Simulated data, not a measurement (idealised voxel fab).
process module | voxel spacer lines
cross-section cut | 300 nm wide | cells 5 nm
A cross-section is a grid of square cells, given in bands from the top down. A band is one or more rows of cells.
Each band's line starts with the height of the band's top and of its bottom, in nm. Then come its materials from left to right, each with its width in nm. One material with "throughout" fills the band from edge to edge. "air" is empty space.
Height 0 is the level under which the wafer as received is all one material. The lowest band goes on downwards, as in "0 down".
A width such as "30 to 40" changes by the same amount from each row of cells to the next, from the band's top row to its bottom row.
"no change" after a step means that no cell of the cross-section changed.
closed voids: empty space of 8 cells or more with no open way to the top, each as width x height at its distance from the left edge, in nm
after a step's settings: what the simulator itself notes on the step
overlay nm, on a step with a mask: how far to the right of its planned place the mask lay; to the left if negative
plan
1 op RECEIVE | material Si
2 op CONFORMAL_DEP | material Al2O3 | thk nm 5
3 op DIRECTIONAL_DEP | material polySi | thk nm 20
4 op DIRECTIONAL_DEP | material aC | thk nm 20
5 op PATTERN | tone cover | mask id MANDREL | material resist | width nm 25 | pitch nm 80 | thk nm 25 | overlay nm 0
6 op DIRECTIONAL_ETCH | etch materials aC | depth nm 20
7 op STRIP | etch materials resist
8 op CONFORMAL_DEP | material SiN | thk nm 15
9 op DIRECTIONAL_ETCH | etch materials SiN | depth nm 15
10 op STRIP | etch materials aC
11 op DIRECTIONAL_ETCH | etch materials polySi | depth nm 20
12 op STRIP | etch materials SiN
13 op FILL_DEP | material SiO2 | thk nm 5
14 op CMP | height nm 25
as received, after step 1
  0 down: Si throughout
  closed voids: none
first wafer at the end, as planned
  25 to 5: SiO2 80 | polySi 15 | SiO2 25 | polySi 15 | SiO2 25 | polySi 15 | SiO2 25 | polySi 15 | SiO2 85
  5 to 0: Al2O3 throughout
  0 down: Si throughout
  closed voids: none
second wafer at the end: like start, like plan, one mistake
  25 to 5: SiO2 85 | polySi 15 | SiO2 25 | polySi 15 | SiO2 25 | polySi 15 | SiO2 25 | polySi 15 | SiO2 80
  5 to 0: Al2O3 throughout
  0 down: Si throughout
  closed voids: none
what went wrong: step 5 ran as: op PATTERN | tone cover | mask id MANDREL | material resist | width nm 25 | pitch nm 80 | thk nm 25 | overlay nm 5
at the end the second wafer has, in cells: as many of each material as the first, in other places
